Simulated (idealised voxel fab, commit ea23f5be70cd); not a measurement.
Process module in this document: voxel released beams
Each square cell in cross-section cut measures 5 nm, and the section as a whole is 295 nm wide.
For the purposes of this document, a cross-section shall be understood as a grid of square cells, specified as bands listed in top-to-bottom order, each band consisting of one or more rows of cells.
What a band's entry tells you: where the top is and where the bottom is, as heights in nm, and after that what lies inside, material by material from left to right, each with its width in nm. Empty space is written as the word "empty", and a single material marked with the word "full width" occupies the band from edge to edge.
All heights in this document are referenced to 0, defined as the level beneath which the wafer, as received, consists entirely of one material. The lowest band is not bounded below; it extends indefinitely downward and is written in the form "from 0 down".
Width spec "30->40" -> top row of cells at first value, bottom row at second value, equal per-row change in between.
"remained the same" -> step changed no cross-section cell.
"Listed closed voids" - sealed voids, min. 8 cells, no opening to top; format: width x height at distance (distance from left edge; nm throughout).
That trailing text on a step's line, after the settings, is the simulator's own remark on the step.
What "overlay nm" on a step's line means: if the step has a mask, that mask lay this far to the right of its planned place, or, when the value is negative, to the left.
-- Steps planned for the process
1 RECEIVE, material Si
2 CONFORMAL_DEP, material SiN, thk nm 5
3 DIRECTIONAL_DEP, material SiO2, thk nm 10
4 MASKED_ETCH, tone open, mask id ANCHOR, width nm 45, etch materials SiO2, depth nm 10, overlay nm 0
5 CONFORMAL_DEP, material TiN, thk nm 15
6 PATTERN, tone cover, mask id BEAM, material resist, width nm 105, thk nm 15, overlay nm 0
7 DIRECTIONAL_ETCH, etch materials TiN, depth nm 15
8 STRIP, etch materials resist
9 STRIP, etch materials SiO2
-- Incoming wafer in cross-section (state: after step 1)
- from 0 down  Si full width
- Listed closed voids: none
-- Module complete - cross-section of the first of two wafers, run according to plan
- from 30 to 20  empty=90, TiN=20, empty=15, TiN=70, empty=100
- from 20 to 15  empty=90, TiN=105, empty=100
- from 15 to 5  empty=95, TiN=45, empty=155
- from 5 to 0  SiN full width
- from 0 down  Si full width
- Listed closed voids: none
-- Wafer two, end of module, cross-section. Same start, same plan as wafer one. One mistake in the run
- from 0 down  Si full width
- Listed closed voids: none
In executing the process, a mistake was made relative to the plan: so step 2 ended up running with a different setting than we planned, it ran as CONFORMAL_DEP, material SiO2, thk nm 5
End of process, cell counts, second wafer against first, materials with more or fewer: SiN -59 | TiN -75
